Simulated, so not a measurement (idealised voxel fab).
You're looking at the process module voxel released beams.
Square cell edge 5 nm, section width 200 nm, ID cut.
Throughout this document, each cross-section is represented as a grid of square cells and is presented as a sequence of bands enumerated from the top downward, where a band comprises one or more rows of cells.
Heights first: top, then bottom, in nm. Then materials, left to right, each with a width in nm. "throughout" on a single material: fills the band edge to edge. "air": empty space.
Note: height 0 marks the level under which the wafer is uniformly one material as received. Lowest band unbounded below, written "top 0, no bottom".
It should be noted that a width expressed as "30->40" varies in equal increments from row to row of cells within the band, taking the value of the first number at the top row and that of the second number at the bottom row.
Take "identical to before" at face value: in the step it is given for, the cross-section changed in none of its cells.
"Voids, sealed" enumerates empty spaces isolated from the top, with no open way to it, that contain at least 8 cells, giving each as width x height at distance from the left edge, all three in nm.
Whatever follows a step's settings on its line is a remark the simulator itself makes about that step.
Each step line may optionally specify "overlay nm", which for a step with a mask gives the rightward distance between the mask's planned place and where it lay, a negative value indicating the leftward direction.
Process steps - plan
- 1: RECEIVE: material Si
- 2: CONFORMAL_DEP: material Al2O3, thk nm 10
- 3: DIRECTIONAL_DEP: material SiO2, thk nm 20
- 4: PATTERN: tone open, mask id ANCHOR, material resist, width nm 25, thk nm 20, overlay nm 0
- 5: DIRECTIONAL_ETCH: etch materials SiO2, depth nm 20
- 6: STRIP: etch materials resist
- 7: CONFORMAL_DEP: material W, thk nm 10
- 8: MASKED_ETCH: tone cover, mask id BEAM, width nm 90, etch materials W, depth nm 10, overlay nm 0
- 9: STRIP: etch materials SiO2
Cross-section of the wafer upon arrival, representing the state reached after step 1
top 0, no bottom: Si throughout
Voids, sealed: none
Cross-sectional image of the first of two wafers at the end of the module, the run having proceeded as planned
top 40, bottom 30: 50 of air, 15 of W, 5 of air, 70 of W, 60 of air
top 30, bottom 20: 55 of air, 10 of W, 5 of air, 10 of W, 120 of air
top 20, bottom 10: 55 of air, 25 of W, 120 of air
top 10, bottom 0: Al2O3 throughout
top 0, no bottom: Si throughout
Voids, sealed: none
Presented here is a cross-section of the second of the two wafers as it stood at the end of the module. It was started in the same manner and assigned the same plan as the first wafer; however, one mistake was made in its execution
top 40, bottom 30: 50 of air, 20 of W, 5 of air, 65 of W, 60 of air
top 30, bottom 20: 60 of air, 10 of W, 5 of air, 10 of W, 115 of air
top 20, bottom 10: 60 of air, 25 of W, 115 of air
top 10, bottom 0: Al2O3 throughout
top 0, no bottom: Si throughout
Voids, sealed: none
Where did the run depart from the plan? heads up, step 4 didn't go per plan, it actually ran as PATTERN: tone open, mask id ANCHOR, material resist, width nm 25, thk nm 20, overlay nm 5
Both wafers, final: cells per material equal; arrangement not.
